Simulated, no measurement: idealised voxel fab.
process module | voxel released beams
cross-section cut | 205 nm wide | cells 5 nm
A cross-section is a grid of square cells, given in bands from the top down. A band is one or more rows of cells.
Each band's line starts with the height of the band's top and of its bottom, in nm. Then come its materials from left to right, each with its width in nm. One material with "throughout" fills the band from edge to edge. "air" is empty space.
Height 0 is the level under which the wafer as received is all one material. The lowest band goes on downwards, as in "0 down".
A width such as "30 to 40" changes by the same amount from each row of cells to the next, from the band's top row to its bottom row.
"no change" after a step means that no cell of the cross-section changed.
closed voids: empty space of 8 cells or more with no open way to the top, each as width x height at its distance from the left edge, in nm
after a step's settings: what the simulator itself notes on the step
overlay nm, on a step with a mask: how far to the right of its planned place the mask lay; to the left if negative
plan
1 op RECEIVE | material Si
2 op CONFORMAL_DEP | material SiN | thk nm 5
3 op DIRECTIONAL_DEP | material SiO2 | thk nm 20
4 op MASKED_ETCH | tone open | mask id ANCHOR | width nm 45 | etch materials SiO2 | depth nm 20 | overlay nm 0
5 op CONFORMAL_DEP | material W | thk nm 15
6 op DIRECTIONAL_DEP | material aC | thk nm 15
7 op PATTERN | tone cover | mask id BEAM | material resist | width nm 120 | thk nm 35 | overlay nm 0
8 op DIRECTIONAL_ETCH | etch materials aC | depth nm 15
9 op STRIP | etch materials resist
10 op DIRECTIONAL_ETCH | etch materials W | depth nm 15
11 op STRIP | etch materials aC
12 op STRIP | etch materials SiO2
as received, after step 1
  0 down: Si throughout
  closed voids: none
a wafer at the end: this start, this plan, one mistake
  40 to 25: air 40 | W 65 | air 100
  25 to 20: air 30 | W 15 | SiO2 45 | W 15 | air 100
  20 to 5: air 30 | W 15 | SiO2 45 | W 70 | air 45
  5 to 0: SiN throughout
  0 down: Si throughout
  closed voids: none
what went wrong: step 4 ran as: op MASKED_ETCH | tone cover | mask id ANCHOR | width nm 45 | etch materials SiO2 | depth nm 20 | overlay nm 0
